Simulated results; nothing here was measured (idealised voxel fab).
The document below concerns the process module designated voxel ribs on slabs.
Square cells of 5 nm make up the cross-section cut, whose width is 250 nm.
Reading order for cross-sections: top band down to bottom band. Underlying form: a grid of square cells. Band size: one or more rows of cells. The band entry comprises the height of the band's top followed by the height of its bottom, expressed in nm, and subsequently the band's materials from left to right, each stated together with its width in nm. Where a single material is marked with the word "everywhere", that material fills the band from edge to edge. The word "blank" represents empty space. Heights are expressed relative to 0, this being the level below which the as-received wafer comprises one material exclusively. The lowest band is unbounded in the downward direction and is denoted as in "from 0 down". It should be noted that a width expressed as "30->40" varies in equal increments from row to row of cells within the band, taking the value of the first number at the top row and that of the second number at the bottom row. It should be understood that the words "remained the same", when stated for a given step, signify that the cross-section underwent no change in any of its cells during that step. Entry "Enclosed void entries" = empty spaces >= 8 cells with no open way to the top; each as width x height at distance, distance from left edge, all nm. On each step's line, the part that comes after the settings is the simulator's own comment on the step. The optional step-line setting "overlay nm" applies to steps with a mask and quantifies how far to the right of its planned location the mask lay, a negative value indicating leftward placement.
Process steps (planned):
1) RECEIVE | material Si
2) DIRECTIONAL_DEP | material SiO2 | thk nm 30
3) DIRECTIONAL_DEP | material SiN | thk nm 15
4) PATTERN | tone cover | mask id RIB | material resist | width nm 25 | thk nm 15 | overlay nm 0
5) DIRECTIONAL_ETCH | etch materials SiN | depth nm 5
6) STRIP | etch materials resist
7) MASKED_ETCH | tone cover | mask id SLAB | width nm 55 | etch materials SiN | depth nm 10 | overlay nm 0
8) FILL_DEP | material SiO2 | thk nm 20
9) CMP | height nm 60
10) DIRECTIONAL_DEP | material W | thk nm 5
11) MASKED_ETCH | tone cover | mask id HEATER | width nm 35 | etch materials W | depth nm 5 | overlay nm 0
12) CONFORMAL_DEP | material SiN | thk nm 10
Cross-section of the wafer upon arrival, representing the state reached after step 1:
from 0 down: Si everywhere
Enclosed void entries: none
Cross-section, first of two wafers, end of module, run as planned:
from 75 to 70: blank 95; SiN 55; blank 100
from 70 to 65: SiN everywhere
from 65 to 60: SiN 105; W 35; SiN 110
from 60 to 45: SiO2 everywhere
from 45 to 40: SiO2 110; SiN 25; SiO2 115
from 40 to 30: SiO2 95; SiN 55; SiO2 100
from 30 to 0: SiO2 everywhere
from 0 down: Si everywhere
Enclosed void entries: none
Cross-section, wafer two of two, end of module: same start and plan as wafer one, one error in execution:
from 75 to 70: blank 95; SiN 55; blank 100
from 70 to 65: SiN everywhere
from 65 to 60: SiN 105; W 35; SiN 110
from 60 to 45: SiO2 everywhere
from 45 to 40: SiO2 110; SiN 30; SiO2 110
from 40 to 30: SiO2 95; SiN 55; SiO2 100
from 30 to 0: SiO2 everywhere
from 0 down: Si everywhere
Enclosed void entries: none
Here's what went sideways: step 4, actual vs plan mismatch, actual run PATTERN | tone cover | mask id RIB | material resist | width nm 30 | thk nm 15 | overlay nm 0
The closing comparison, in cells, has the second wafer with more or fewer of some materials than the first: SiN +1; SiO2 -1
